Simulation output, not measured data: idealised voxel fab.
The name of this process module is voxel tone inversion.
FYI the section here is cut, 210 nm wide, cells are 5 nm squares.
Cross-section, as written here: a square-cell grid given band by band from the top down, where a band holds one or more rows of cells.
Band: top height; bottom height; in nm. Then, left to right: material with width in nm, for each material. "full width": a single material spanning edge to edge. "empty": empty space.
Basically, 0 is our baseline, since under it the wafer straight out of the box is all one material. The bottom band has no lower end and keeps on going down, so it looks like "0 down".
The width entry "30->40" should be interpreted row by row: the top row of cells in the band takes the first number, the bottom row takes the second number, and the change between adjacent rows is uniform throughout.
No cell of the cross-section changed in a step that is given as "no change".
Entry "Closed voids list". Content: empty spaces with no open connection to the top, size 8 cells or greater. Each: width x height at distance. Distance: from left edge. Unit: nm.
Note: text after step settings on the step line = simulator remark on that step.
overlay nm: where the mask lay relative to plan, measured to the right, on steps with a mask; negatives go left.
Steps in the process plan:
1 RECEIVE [material Si]
2 CONFORMAL_DEP [material SiCN] [thk nm 5]
3 DIRECTIONAL_DEP [material aC] [thk nm 20]
4 PATTERN [tone cover] [mask id POSTS] [material resist] [width nm 15] [pitch nm 45] [thk nm 30] [overlay nm 0]
5 DIRECTIONAL_ETCH [etch materials aC] [depth nm 20]
6 STRIP [etch materials resist]
7 FILL_DEP [material SiO2] [thk nm 5]
8 CMP [height nm 25]
9 STRIP [etch materials aC]
So, the first of our two wafers, run just as we planned it:
As received, after step 1:
* 0 down: Si full width
* Closed voids list: none
Sectional view: wafer, after step 2:
* 5 to 0: SiCN full width
* Whatever lies below 0 is exactly as it was before.
Sectional view: wafer, after step 3:
* 25 to 5: aC full width
* Whatever lies below 5 is exactly as it was before.
Sectional view: wafer, after step 4:
* 55 to 25: 75 empty | 15 resist | 30 empty | 15 resist | 75 empty
* Whatever lies below 25 is exactly as it was before.
Sectional view: wafer, after step 5:
* 35 to 25: 75 empty | 15 resist | 30 empty | 15 resist | 75 empty
* 25 to 5: 75 empty | 15 aC | 30 empty | 15 aC | 75 empty
* Whatever lies below 5 is exactly as it was before.
Sectional view: wafer, after step 6:
* 25 to 5: 75 empty | 15 aC | 30 empty | 15 aC | 75 empty
* Whatever lies below 5 is exactly as it was before.
Sectional view: wafer, after step 7:
* 30 to 25: SiO2 full width
* 25 to 5: 75 SiO2 | 15 aC | 30 SiO2 | 15 aC | 75 SiO2
* Whatever lies below 5 is exactly as it was before.
Sectional view: wafer, after step 8:
* 25 to 5: 75 SiO2 | 15 aC | 30 SiO2 | 15 aC | 75 SiO2
* Whatever lies below 5 is exactly as it was before.
Sectional view: wafer, after step 9:
* 25 to 5: 75 SiO2 | 15 empty | 30 SiO2 | 15 empty | 75 SiO2
* Whatever lies below 5 is exactly as it was before.
Notes, second wafer: start = first wafer's, plan = first wafer's, execution had one mistake; history identical to first through step 8:
Cross-section of the second wafer corresponding to the planned conclusion of step 9:
* 25 to 5: 75 SiO2 | 15 empty | 30 SiO2 | 15 empty | 75 SiO2
* Whatever lies below 5 is exactly as it was before.
Misprocessing identified: execution of plan step 9 occurred twice
Given identical final cross-sections on the two wafers, the mistake has no effect on any quantity computed by this model.
